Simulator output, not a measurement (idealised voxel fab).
process module | voxel fin reveal
For reference, the cross-section in this document is cut, with width 150 nm and square cells of 5 nm.
Just so we're on the same page, the cross-sections are grids of square cells, and they're listed out in bands top to bottom, each band one or more rows deep.
Band: top height; bottom height; in nm. Then, left to right: material with width in nm, for each material. "full width": a single material spanning edge to edge. "empty": empty space.
Height datum 0, below which the as-received substrate wafer is one material. Lowest band open at the bottom, running downward: "0 down".
It should be noted that a width expressed as "30 to 40" varies in equal increments from row to row of cells within the band, taking the value of the first number at the top row and that of the second number at the bottom row.
A step reported as "stayed the same" is a step in which no cell of the cross-section changed.
"Closed void register": empty spaces of 8 cells or more with no open way to the top, each given as width x height at distance, distance from the left edge, all in nm.
after a step's settings: what the simulator itself notes on the step
"overlay nm" on a masked step: distance the mask lay right of its planned place, negative for left.

Plan:
1. RECEIVE [material Si]
2. CONFORMAL_DEP [material SiN] [thk nm 10]
3. DIRECTIONAL_DEP [material aC] [thk nm 10]
4. PATTERN [tone cover] [mask id FINS] [material resist] [width nm 15] [pitch nm 40] [thk nm 25] [overlay nm -15]
5. DIRECTIONAL_ETCH [etch materials aC] [depth nm 10]
6. STRIP [etch materials resist]
7. DIRECTIONAL_ETCH [etch materials SiN] [depth nm 10]
8. DIRECTIONAL_ETCH [etch materials Si] [depth nm 40]
9. STRIP [etch materials aC]
10. FILL_DEP [material SiO2] [thk nm 5]
11. CMP [height nm 10]
12. SELECTIVE_ETCH [etch materials SiO2] [depth nm 25]
13. STRIP [etch materials SiN]
The plan's step 4 overlay nm is the first wafer's value; the wafers differ in this setting and start identical.

Here's the first of the wafers in cross-section, just as we got it, i.e. after step 1:
    0 down  Si full width
    Closed void register: none

Table: wafers, a row each; end-of-module cell change per material since receipt, gain (+), loss (-); then closed voids:
overlay nm -15 | -192 Si | +120 SiO2 | Closed void register: none
overlay nm -10 | -192 Si | +120 SiO2 | Closed void register: none
overlay nm -5 | -192 Si | +120 SiO2 | Closed void register: none
overlay nm 0 | -192 Si | +120 SiO2 | Closed void register: none
overlay nm 5 | -192 Si | +120 SiO2 | Closed void register: none
overlay nm 10 | -192 Si | +120 SiO2 | Closed void register: none
overlay nm 15 | -192 Si | +120 SiO2 | Closed void register: none
